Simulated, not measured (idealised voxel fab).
Process module in this document: voxel transistor to metal
Cross-section cut spans 165 nm and uses square cells 5 nm in size.
A cross-section in this document is a grid of square cells, and it is written down as bands, the top band listed before the ones below it; a band is made up of one or more rows of cells. The band entry comprises the height of the band's top followed by the height of its bottom, expressed in nm, and subsequently the band's materials from left to right, each stated together with its width in nm. Where a single material is marked with the word "everywhere", that material fills the band from edge to edge. The word "empty" represents empty space. A quick word on heights: they are counted from 0, and under that level the wafer as it came to us is one material throughout. The lowest band is different from the rest in having no bottom; it simply continues downward, written as in "0 -> down". So if you see something like "30..40" for the width, read it as the top row of the band sitting at the first number and the bottom row at the second, with every row in between moving by the same amount as the last. Given "no alterations made" for a step, no cell of the cross-section differs between before and after that step. Closed empty spaces: empty space of 8 cells or more with no open way to the top, each as width x height at its distance from the left edge, in nm. The remark found on a step's line after its settings is issued by the simulator itself and pertains to that step. overlay nm: mask offset rightward from planned place, masked step; negative means leftward offset.
Process steps foreseen in the plan
1: RECEIVE: material Si
2: OXIDIZE: depth nm 5
3: CONFORMAL_DEP: material SiN, thk nm 15
4: MASKED_ETCH: tone cover, mask id ACTIVE, width nm 105, etch materials SiN, depth nm 15, overlay nm 0
5: MASKED_ETCH: tone cover, mask id ACTIVE, width nm 105, etch materials SiO2, depth nm 5, overlay nm 0
6: MASKED_ETCH: tone cover, mask id ACTIVE, width nm 105, etch materials Si, depth nm 35, overlay nm 0
7: FILL_DEP: material SiO2, thk nm 10
8: CMP: height nm 15
9: SELECTIVE_ETCH: etch materials SiO2, depth nm 15
10: STRIP: etch materials SiN
11: SELECTIVE_ETCH: etch materials SiO2, depth nm 5
12: OXIDIZE: depth nm 5
13: DIRECTIONAL_DEP: material polySi, thk nm 20
14: DIRECTIONAL_DEP: material SiCN, thk nm 15
15: PATTERN: tone cover, mask id GATE, material resist, width nm 15, thk nm 15, overlay nm 0
16: DIRECTIONAL_ETCH: etch materials SiCN, depth nm 25
17: DIRECTIONAL_ETCH: etch materials polySi, depth nm 30
18: STRIP: etch materials resist
19: CONFORMAL_DEP: material SiN, thk nm 5
20: DIRECTIONAL_ETCH: etch materials SiN, depth nm 5
21: DIRECTIONAL_ETCH: etch materials SiO2, depth nm 5
22: DIRECTIONAL_ETCH: etch materials Si, depth nm 15
23: EPI: material SiGe, thk nm 15
24: FILL_DEP: material SiO2, thk nm 5
25: CMP: height nm 30
26: DIRECTIONAL_DEP: material SiO2, thk nm 10
27: DIRECTIONAL_DEP: material aC, thk nm 10
28: PATTERN: tone open, mask id CONTACT, material resist, width nm 20, pitch nm 75, thk nm 25, overlay nm 0
29: DIRECTIONAL_ETCH: etch materials aC, depth nm 10
30: STRIP: etch materials resist
31: DIRECTIONAL_ETCH: etch materials SiO2, depth nm 50
32: STRIP: etch materials aC
33: CONFORMAL_DEP: material TiN, thk nm 5
34: FILL_DEP: material Ru, thk nm 5
35: CMP: height nm 40
36: DIRECTIONAL_DEP: material TiN, thk nm 5
37: DIRECTIONAL_DEP: material Ru, thk nm 25
38: PATTERN: tone cover, mask id METAL_1, material resist, width nm 20, pitch nm 75, thk nm 15, overlay nm 0
39: DIRECTIONAL_ETCH: etch materials Ru, depth nm 25
40: DIRECTIONAL_ETCH: etch materials TiN, depth nm 5
41: STRIP: etch materials resist
42: CONFORMAL_DEP: material SiCN, thk nm 5
43: FILL_DEP: material SiO2, thk nm 10
44: CMP: height nm 70
45: CONFORMAL_DEP: material SiN, thk nm 5
As-received state of the wafer in cross-section, equivalent to post-step 1
0 -> down  Si everywhere
Closed empty spaces: none
Cross-section: first of two wafers, module finished, run according to plan
75 -> 70  SiN everywhere
70 -> 45  SiO2=30  SiCN=5  Ru=20  SiCN=5  SiO2=45  SiCN=5  Ru=20  SiCN=5  SiO2=30
45 -> 40  SiCN=35  TiN=20  SiCN=55  TiN=20  SiCN=35
40 -> 30  SiO2=35  TiN=5  Ru=10  TiN=5  SiO2=55  TiN=5  Ru=10  TiN=5  SiO2=35
30 -> 15  SiO2=35  TiN=5  Ru=10  TiN=5  SiO2=15  SiN=5  SiCN=15  SiN=5  SiO2=15  TiN=5  Ru=10  TiN=5  SiO2=35
15 -> 5  SiO2=35  TiN=5  Ru=10  TiN=5  SiO2=15  SiN=5  polySi=15  SiN=5  SiO2=15  TiN=5  Ru=10  TiN=5  SiO2=35
5 -> -5  SiO2=35  TiN=5  Ru=10  TiN=5  SiGe=15  SiN=5  polySi=15  SiN=5  SiGe=15  TiN=5  Ru=10  TiN=5  SiO2=35
-5 -> -10  SiO2=35  TiN=20  SiGe=15  SiO2=25  SiGe=15  TiN=20  SiO2=35
-10 -> -25  SiO2=30  SiGe=40  Si=25  SiGe=40  SiO2=30
-25 -> -40  SiO2=30  Si=105  SiO2=30
-40 -> down  Si everywhere
Closed empty spaces: none
This cross-section belongs to the second wafer of two at the end of the module; the start and the plan were shared with the first, and the run included one mistake
75 -> 70  SiN everywhere
70 -> 45  SiO2=30  polySi=5  Ru=20  polySi=5  SiO2=45  polySi=5  Ru=20  polySi=5  SiO2=30
45 -> 40  polySi=35  TiN=20  polySi=55  TiN=20  polySi=35
40 -> 30  SiO2=35  TiN=5  Ru=10  TiN=5  SiO2=55  TiN=5  Ru=10  TiN=5  SiO2=35
30 -> 15  SiO2=35  TiN=5  Ru=10  TiN=5  SiO2=15  SiN=5  SiCN=15  SiN=5  SiO2=15  TiN=5  Ru=10  TiN=5  SiO2=35
15 -> 5  SiO2=35  TiN=5  Ru=10  TiN=5  SiO2=15  SiN=5  polySi=15  SiN=5  SiO2=15  TiN=5  Ru=10  TiN=5  SiO2=35
5 -> -5  SiO2=35  TiN=5  Ru=10  TiN=5  SiGe=15  SiN=5  polySi=15  SiN=5  SiGe=15  TiN=5  Ru=10  TiN=5  SiO2=35
-5 -> -10  SiO2=35  TiN=20  SiGe=15  SiO2=25  SiGe=15  TiN=20  SiO2=35
-10 -> -25  SiO2=30  SiGe=40  Si=25  SiGe=40  SiO2=30
-25 -> -40  SiO2=30  Si=105  SiO2=30
-40 -> down  Si everywhere
Closed empty spaces: none
Error vs. plan: step 42 deviated from plan and actually ran as CONFORMAL_DEP: material polySi, thk nm 5
Materials where the second wafer ends with more or fewer cells than the first: SiCN -45, polySi +45
